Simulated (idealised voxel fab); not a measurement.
Documented hereafter: the process module known as voxel spacer lines.
295 nm wide, 5 nm square cells: that's cross-section cut.
Think of the cross-section as a grid of square cells. We describe it in bands, top to bottom, and each band covers one or more rows of those cells.
First you get the band's top height and its bottom height, in nm, and then the materials it's made of, left to right, with each width in nm. If you see a single material with "everywhere", that one covers the band edge to edge. "air" is empty space.
Counting heights begins at 0, where everything beneath is, in the wafer as received, one material. The lowest band has no bottom; it goes on downwards, as "from 0 down" shows.
The two numbers in a width such as "30..40" mark its ends across the band: the first belongs to the top row of cells, the second to the bottom row, and from each row to the next the width moves by the same amount.
It should be understood that the words "no change occurred", when stated for a given step, signify that the cross-section underwent no change in any of its cells during that step.
What "Closed internal cavities" gives you is every empty space of 8 cells or more that is cut off from the top. Each appears as width x height at distance, with the distance taken from the left edge and width, height and distance all in nm.
If you see something after the settings on a step's line, that's the simulator's own remark about that step.
overlay nm: mask right of planned place by this much (step with mask). Neg. = left.

Process steps - plan
step 1: RECEIVE,material Si
step 2: CONFORMAL_DEP,material Al2O3,thk nm 10
step 3: DIRECTIONAL_DEP,material SiN,thk nm 20
step 4: DIRECTIONAL_DEP,material aC,thk nm 30
step 5: PATTERN,tone cover,mask id MANDREL,material resist,width nm 15,pitch nm 60,thk nm 40,overlay nm 0
step 6: DIRECTIONAL_ETCH,etch materials aC,depth nm 30
step 7: STRIP,etch materials resist
step 8: CONFORMAL_DEP,material SiO2,thk nm 15
step 9: DIRECTIONAL_ETCH,etch materials SiO2,depth nm 15
step 10: STRIP,etch materials aC
step 11: DIRECTIONAL_ETCH,etch materials SiN,depth nm 20
step 12: STRIP,etch materials SiO2
step 13: FILL_DEP,material SiO2,thk nm 10
step 14: CMP,height nm 30

Shown in cross-section is the wafer as received, that is, as it stands after step 1
from 0 down = Si everywhere
Closed internal cavities: none

Here's the wafer cut in cross-section after the module, started and planned just like above, except one thing was done wrong in the run
from 30 to 20 = Al2O3 everywhere
from 20 to 0 = SiN everywhere
from 0 down = Si everywhere
Closed internal cavities: none
What was done differently from what was planned? deviation from plan: step 3 and step 2 executed in one another's positions
